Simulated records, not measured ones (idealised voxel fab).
Module name: voxel capacitor over wiring (process module)
Section cut is 220 nm wide and gridded with 5 nm square cells.
Throughout this document, each cross-section is represented as a grid of square cells and is presented as a sequence of bands enumerated from the top downward, where a band comprises one or more rows of cells.
Band: top height; bottom height; in nm. Then, left to right: material with width in nm, for each material. "everywhere": a single material spanning edge to edge. "air": empty space.
Where do heights start? At 0: under that level the wafer as delivered is made of one material only. And the lowest band has no floor; it just carries on downward, as in "0 nm and below".
You'd read "30..40" like this: the band's top row of cells is as wide as the first number, its bottom row is as wide as the second, and going down, every row changes width by the same amount as the row before did.
"remained unchanged" -> step changed no cross-section cell.
If an empty space has no open way to the top and is at least 8 cells in size, "Enclosed void entries" lists it, written width x height at distance, where distance is measured from the left edge and every value is in nm.
Read whatever lies past the settings on a step's line as the simulator's own remark about the step.
Among the settings permitted on a step's line is "overlay nm"; applied to a step with a mask, it specifies the extent to which the mask lay to the right of its planned position, whereas a negative figure signifies a position to the left.

### Process steps foreseen in the plan
step 1: RECEIVE: material Si
step 2: CONFORMAL_DEP: material SiO2, thk nm 10
step 3: DIRECTIONAL_DEP: material TiN, thk nm 5
step 4: DIRECTIONAL_DEP: material W, thk nm 20
step 5: DIRECTIONAL_DEP: material aC, thk nm 10
step 6: PATTERN: tone cover, mask id METAL_1, material resist, width nm 20, pitch nm 70, thk nm 30, overlay nm 0
step 7: DIRECTIONAL_ETCH: etch materials aC, depth nm 10
step 8: STRIP: etch materials resist
step 9: DIRECTIONAL_ETCH: etch materials W, depth nm 20
step 10: DIRECTIONAL_ETCH: etch materials TiN, depth nm 5
step 11: STRIP: etch materials aC
step 12: FILL_DEP: material SiO2, thk nm 10
step 13: CMP: height nm 35
step 14: CONFORMAL_DEP: material SiCN, thk nm 5
step 15: DIRECTIONAL_DEP: material SiO2, thk nm 20
step 16: PATTERN: tone open, mask id PLUG_1, material resist, width nm 15, thk nm 20, overlay nm 0
step 17: DIRECTIONAL_ETCH: etch materials SiO2, depth nm 20
step 18: DIRECTIONAL_ETCH: etch materials SiCN, depth nm 5
step 19: STRIP: etch materials resist
step 20: CONFORMAL_DEP: material TiN, thk nm 5
step 21: FILL_DEP: material Cu, thk nm 5
step 22: CMP: height nm 60
step 23: DIRECTIONAL_DEP: material TiN, thk nm 10
step 24: DIRECTIONAL_DEP: material HfO2, thk nm 5
step 25: DIRECTIONAL_DEP: material TiN, thk nm 5
step 26: MASKED_ETCH: tone cover, mask id UPPER_PLATE, width nm 55, etch materials TiN, depth nm 5, overlay nm 0
step 27: MASKED_ETCH: tone cover, mask id UPPER_PLATE, width nm 55, etch materials HfO2, depth nm 5, overlay nm 0
step 28: MASKED_ETCH: tone cover, mask id LOWER_PLATE, width nm 65, etch materials TiN, depth nm 10, overlay nm 0
step 29: FILL_DEP: material SiO2, thk nm 20
step 30: CMP: height nm 95
step 31: PATTERN: tone open, mask id PLUG_2, material resist, width nm 15, thk nm 15, overlay nm 0
step 32: DIRECTIONAL_ETCH: etch materials SiO2, depth nm 15
step 33: STRIP: etch materials resist
step 34: CONFORMAL_DEP: material TiN, thk nm 5
step 35: FILL_DEP: material Cu, thk nm 10
step 36: CMP: height nm 95
step 37: CONFORMAL_DEP: material SiN, thk nm 5

### Cross-section of the wafer upon arrival, representing the state reached after step 1
> 0 nm and below  Si everywhere
> Enclosed void entries: none

### The cross-section shown corresponds to the wafer at the conclusion of the module. The initial structure and the process plan are those presented above; however, one mistake occurred in executing the plan
> 100 nm to 95 nm  SiN everywhere
> 95 nm to 85 nm  SiO2=80  TiN=5  Cu=5  TiN=5  SiO2=125
> 85 nm to 75 nm  SiO2=80..70  TiN=15..55  SiO2=125..95
> 75 nm to 70 nm  SiO2=70  HfO2=55  SiO2=95
> 70 nm to 60 nm  SiO2=65  TiN=65  SiO2=90
> 60 nm to 40 nm  SiO2=70  TiN=5  Cu=5  TiN=5  SiO2=135
> 40 nm to 35 nm  SiCN=70  TiN=15  SiCN=135
> 35 nm to 30 nm  SiO2=65  TiN=20  SiO2=50  TiN=20  SiO2=65
> 30 nm to 10 nm  W everywhere
> 10 nm to 0 nm  SiO2 everywhere
> 0 nm and below  Si everywhere
> Enclosed void entries: none
What broke from the plan during processing? steps 3 and 4 swapped
